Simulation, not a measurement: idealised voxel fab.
process module | voxel wiring stack
Cross-section cut spans 255 nm and uses square cells 5 nm in size.
Format of a cross-section: grid, square cells. Given as bands. Order: top down. Band: one or more rows of cells.
A band entry consists of two parts. The first gives the height of the band's top and the height of its bottom, in nm. The rest lists the band's materials from left to right, each with its width in nm. A single material labelled with the word "full width" fills the band from edge to edge, and the word "empty" marks empty space.
Convention: height 0 is the level below which the wafer, as received, is all one material. The lowest band does not terminate at the bottom but continues downward, represented as "top 0, no bottom".
With a width like "30->40", each row of cells in the band differs from the next by the same amount, the top row carrying the first number and the bottom row the second.
Basically "everything unchanged" means that step didn't change any cell in the cross-section.
Any empty space of 8 cells or more lacking an open way to the top shows up in "Closed void catalog" as width x height at distance, distance from the left edge, in nm.
Past the settings on a step's line: simulator remark, on that step.
overlay nm: mask right of planned place by this much (step with mask). Neg. = left.
**Below is the list of planned process steps**
1: RECEIVE [material Si]
2: CONFORMAL_DEP [material SiO2] [thk nm 15]
3: DIRECTIONAL_DEP [material TiN] [thk nm 5]
4: DIRECTIONAL_DEP [material Ru] [thk nm 20]
5: MASKED_ETCH [tone cover] [mask id METAL_1] [width nm 30] [pitch nm 60] [etch materials Ru] [depth nm 20] [overlay nm 0]
6: MASKED_ETCH [tone cover] [mask id METAL_1] [width nm 30] [pitch nm 60] [etch materials TiN] [depth nm 5] [overlay nm 0]
7: CONFORMAL_DEP [material SiN] [thk nm 5]
8: FILL_DEP [material SiO2] [thk nm 10]
9: CMP [height nm 40]
10: CONFORMAL_DEP [material SiCN] [thk nm 5]
11: DIRECTIONAL_DEP [material lowk] [thk nm 30]
12: PATTERN [tone open] [mask id METAL_2] [material resist] [width nm 30] [pitch nm 60] [thk nm 15] [overlay nm 0]
13: DIRECTIONAL_ETCH [etch materials lowk] [depth nm 20]
14: STRIP [etch materials resist]
15: MASKED_ETCH [tone open] [mask id METAL_2_HOLES] [width nm 15] [pitch nm 120] [etch materials lowk] [depth nm 10] [overlay nm 0]
16: MASKED_ETCH [tone open] [mask id METAL_2_HOLES] [width nm 15] [pitch nm 120] [etch materials SiCN] [depth nm 5] [overlay nm 0]
17: CONFORMAL_DEP [material TiN] [thk nm 5]
18: FILL_DEP [material Cu] [thk nm 5]
19: CMP [height nm 75]
20: CONFORMAL_DEP [material SiCN] [thk nm 5]
21: DIRECTIONAL_DEP [material SiO2] [thk nm 30]
22: MASKED_ETCH [tone open] [mask id METAL_3] [width nm 30] [pitch nm 60] [etch materials SiO2] [depth nm 15] [overlay nm 0]
23: MASKED_ETCH [tone open] [mask id METAL_3_HOLES] [width nm 15] [pitch nm 120] [etch materials SiO2] [depth nm 15] [overlay nm 0]
24: MASKED_ETCH [tone open] [mask id METAL_3_HOLES] [width nm 15] [pitch nm 120] [etch materials SiCN] [depth nm 5] [overlay nm 0]
25: CONFORMAL_DEP [material TiN] [thk nm 5]
26: FILL_DEP [material Cu] [thk nm 10]
27: CMP [height nm 110]
28: CONFORMAL_DEP [material SiCN] [thk nm 5]
29: DIRECTIONAL_DEP [material SiO2] [thk nm 30]
30: PATTERN [tone open] [mask id METAL_4] [material resist] [width nm 30] [pitch nm 60] [thk nm 15] [overlay nm 0]
31: DIRECTIONAL_ETCH [etch materials SiO2] [depth nm 15]
32: STRIP [etch materials resist]
33: MASKED_ETCH [tone open] [mask id METAL_4_HOLES] [width nm 15] [pitch nm 60] [etch materials SiO2] [depth nm 15] [overlay nm 0]
34: MASKED_ETCH [tone open] [mask id METAL_4_HOLES] [width nm 15] [pitch nm 60] [etch materials SiCN] [depth nm 5] [overlay nm 0]
35: CONFORMAL_DEP [material TiN] [thk nm 5]
36: FILL_DEP [material Cu] [thk nm 10]
37: CMP [height nm 145]
38: CONFORMAL_DEP [material SiN] [thk nm 5]
Where the wafers of this document differ is in the width nm of step 15; they start out the same, and the plan states the value that applied to the first wafer.
**After step 1, as received: first of several wafers, cross-section**
top 0, no bottom: Si full width
Closed void catalog: none
**Here is the cross-section of the first of several wafers at the end of the module, after its last step, step 38**
top 150, bottom 145: SiN full width
top 145, bottom 135: SiO2 (20); TiN (5); Cu (20); TiN (5); SiO2 (30); TiN (5); Cu (20); TiN (5); SiO2 (30); TiN (5); Cu (20); TiN (5); SiO2 (30); TiN (5); Cu (20); TiN (5); SiO2 (25)
top 135, bottom 130: SiO2 (20); TiN (5); Cu (5); TiN (20); SiO2 (30); TiN (5); Cu (5); TiN (20); SiO2 (30); TiN (5); Cu (5); TiN (20); SiO2 (30); TiN (5); Cu (5); TiN (20); SiO2 (25)
top 130, bottom 115: SiO2 (20); TiN (5); Cu (5); TiN (5); SiO2 (45); TiN (5); Cu (5); TiN (5); SiO2 (45); TiN (5); Cu (5); TiN (5); SiO2 (45); TiN (5); Cu (5); TiN (5); SiO2 (40)
top 115, bottom 110: SiCN (20); TiN (15); SiCN (45); TiN (15); SiCN (45); TiN (15); SiCN (45); TiN (15); SiCN (40)
top 110, bottom 100: SiO2 (20); TiN (5); Cu (20); TiN (5); SiO2 (30); TiN (5); Cu (20); TiN (5); SiO2 (30); TiN (5); Cu (20); TiN (5); SiO2 (30); TiN (5); Cu (20); TiN (5); SiO2 (25)
top 100, bottom 95: SiO2 (20); TiN (5); Cu (5); TiN (20); SiO2 (30); TiN (30); SiO2 (30); TiN (5); Cu (5); TiN (20); SiO2 (30); TiN (30); SiO2 (25)
top 95, bottom 80: SiO2 (20); TiN (5); Cu (5); TiN (5); SiO2 (105); TiN (5); Cu (5); TiN (5); SiO2 (100)
top 80, bottom 75: SiCN (20); TiN (15); SiCN (105); TiN (15); SiCN (100)
top 75, bottom 60: lowk (20); TiN (5); Cu (20); TiN (5); lowk (30); TiN (5); Cu (20); TiN (5); lowk (30); TiN (5); Cu (20); TiN (5); lowk (30); TiN (5); Cu (20); TiN (5); lowk (25)
top 60, bottom 55: lowk (20); TiN (5); Cu (5); TiN (20); lowk (30); TiN (30); lowk (30); TiN (5); Cu (5); TiN (20); lowk (30); TiN (30); lowk (25)
top 55, bottom 45: lowk (20); TiN (5); Cu (5); TiN (5); lowk (105); TiN (5); Cu (5); TiN (5); lowk (100)
top 45, bottom 40: SiCN (20); TiN (15); SiCN (105); TiN (15); SiCN (100)
top 40, bottom 20: SiO2 (15); SiN (5); Ru (30); SiN (5); SiO2 (20); SiN (5); Ru (30); SiN (5); SiO2 (20); SiN (5); Ru (30); SiN (5); SiO2 (20); SiN (5); Ru (30); SiN (5); SiO2 (20)
top 20, bottom 15: SiN (20); TiN (30); SiN (30); TiN (30); SiN (30); TiN (30); SiN (30); TiN (30); SiN (25)
top 15, bottom 0: SiO2 full width
top 0, no bottom: Si full width
Closed void catalog: none
**Cross-section of the final wafer among several, taken at the end of the module**
top 150, bottom 145: SiN full width
top 145, bottom 135: SiO2 (20); TiN (5); Cu (20); TiN (5); SiO2 (30); TiN (5); Cu (20); TiN (5); SiO2 (30); TiN (5); Cu (20); TiN (5); SiO2 (30); TiN (5); Cu (20); TiN (5); SiO2 (25)
top 135, bottom 130: SiO2 (20); TiN (5); Cu (5); TiN (20); SiO2 (30); TiN (5); Cu (5); TiN (20); SiO2 (30); TiN (5); Cu (5); TiN (20); SiO2 (30); TiN (5); Cu (5); TiN (20); SiO2 (25)
top 130, bottom 115: SiO2 (20); TiN (5); Cu (5); TiN (5); SiO2 (45); TiN (5); Cu (5); TiN (5); SiO2 (45); TiN (5); Cu (5); TiN (5); SiO2 (45); TiN (5); Cu (5); TiN (5); SiO2 (40)
top 115, bottom 110: SiCN (20); TiN (15); SiCN (45); TiN (15); SiCN (45); TiN (15); SiCN (45); TiN (15); SiCN (40)
top 110, bottom 100: SiO2 (20); TiN (5); Cu (20); TiN (5); SiO2 (30); TiN (5); Cu (20); TiN (5); SiO2 (30); TiN (5); Cu (20); TiN (5); SiO2 (30); TiN (5); Cu (20); TiN (5); SiO2 (25)
top 100, bottom 95: SiO2 (20); TiN (5); Cu (5); TiN (20); SiO2 (30); TiN (30); SiO2 (30); TiN (5); Cu (5); TiN (20); SiO2 (30); TiN (30); SiO2 (25)
top 95, bottom 80: SiO2 (20); TiN (5); Cu (5); TiN (5); SiO2 (105); TiN (5); Cu (5); TiN (5); SiO2 (100)
top 80, bottom 75: SiCN (20); TiN (15); SiCN (105); TiN (15); SiCN (100)
top 75, bottom 65: lowk (15); TiN (5->10); Cu (25->20); TiN (5); lowk (30); TiN (5); Cu (20); TiN (5); lowk (25); TiN (5->10); Cu (25->20); TiN (5); lowk (30); TiN (5); Cu (20); TiN (5); lowk (25)
top 65, bottom 60: lowk (20); TiN (5); Cu (20); TiN (5); lowk (30); TiN (5); Cu (20); TiN (5); lowk (30); TiN (5); Cu (20); TiN (5); lowk (30); TiN (5); Cu (20); TiN (5); lowk (25)
top 60, bottom 55: lowk (20); TiN (5); Cu (15); TiN (10); lowk (30); TiN (30); lowk (30); TiN (5); Cu (15); TiN (10); lowk (30); TiN (30); lowk (25)
top 55, bottom 45: lowk (20); TiN (5); Cu (15->5); TiN (5->15); lowk (95); TiN (5); Cu (15->5); TiN (5->15); lowk (90)
top 45, bottom 40: SiCN (20); TiN (15); SiCN (105); TiN (15); SiCN (100)
top 40, bottom 20: SiO2 (15); SiN (5); Ru (30); SiN (5); SiO2 (20); SiN (5); Ru (30); SiN (5); SiO2 (20); SiN (5); Ru (30); SiN (5); SiO2 (20); SiN (5); Ru (30); SiN (5); SiO2 (20)
top 20, bottom 15: SiN (20); TiN (30); SiN (30); TiN (30); SiN (30); TiN (30); SiN (30); TiN (30); SiN (25)
top 15, bottom 0: SiO2 full width
top 0, no bottom: Si full width
Closed void catalog: none
**The following table contains a row per wafer, in which are reported, at the conclusion of the module, the cells of each material gained (+) or lost (-) since the wafer's receipt, with its closed voids given thereafter**
width nm 15, +142 Cu, +96 Ru, +129 SiCN, +110 SiN, +643 SiO2, +212 TiN, +198 lowk, Closed void catalog: none
width nm 20, +146 Cu, +96 Ru, +129 SiCN, +110 SiN, +643 SiO2, +212 TiN, +194 lowk, Closed void catalog: none
width nm 25, +148 Cu, +96 Ru, +129 SiCN, +110 SiN, +643 SiO2, +214 TiN, +190 lowk, Closed void catalog: none
width nm 30, +152 Cu, +96 Ru, +129 SiCN, +110 SiN, +643 SiO2, +214 TiN, +186 lowk, Closed void catalog: none
